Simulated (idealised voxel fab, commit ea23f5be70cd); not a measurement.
Title: Process Module voxel plated lines
It is cross-section cut that appears here, measuring 260 nm in width, its square cells being 5 nm in size.
A cross-section in this document is a grid of square cells, and it is written down as bands, the top band listed before the ones below it; a band is made up of one or more rows of cells. What a band's entry tells you: where the top is and where the bottom is, as heights in nm, and after that what lies inside, material by material from left to right, each with its width in nm. Empty space is written as the word "empty", and a single material marked with the word "everywhere" occupies the band from edge to edge. Heights from 0 (as-received wafer is one material below). Bottom band endless downward, as "0 and below". Width "30 to 40": first value at the band's top row of cells, second value at its bottom row, equal change from row to row. "stayed the same" after a step means that no cell of the cross-section changed. Empty spaces counting at least 8 cells and having no open way to the top are listed in "Entrapped void list". The notation width x height at distance is used for each, the distance being from the left edge and all three values in nm. Text after the settings on a step's line: the simulator's own remark on that step. The line of a step may include "overlay nm". On a step with a mask, this value is how far to the right of its planned place the mask lay. A negative value means the mask lay to the left.

Plan:
| 1 | RECEIVE [material Si] |
| 2 | CONFORMAL_DEP [material SiO2] [thk nm 15] |
| 3 | DIRECTIONAL_DEP [material TiN] [thk nm 5] |
| 4 | PATTERN [tone open] [mask id LINES] [material resist] [width nm 20] [pitch nm 45] [thk nm 25] [overlay nm 0] |
| 5 | EPI [material Ru] [thk nm 10] |
| 6 | EPI [material Ru] [thk nm 5] |
| 7 | STRIP [etch materials resist] |
| 8 | DIRECTIONAL_ETCH [etch materials TiN] [depth nm 5] |
| 9 | CONFORMAL_DEP [material SiCN] [thk nm 10] |

Cross-section of the wafer upon arrival, representing the state reached after step 1:
> 0 and below = Si everywhere
> Entrapped void list: none

Module complete, cross-section. Starting point and plan per above. One mistake made in running the module:
> 45 down to 35 = empty 80  SiCN 95  empty 85
> 35 down to 25 = SiCN 90  Ru 30  SiCN 15  Ru 30  SiCN 95
> 25 down to 20 = Ru everywhere
> 20 down to 15 = TiN everywhere
> 15 down to 0 = SiO2 everywhere
> 0 and below = Si everywhere
> Entrapped void list: none
Short version of what went wrong: mixed up steps 6 and 7 - ran each in the other's place
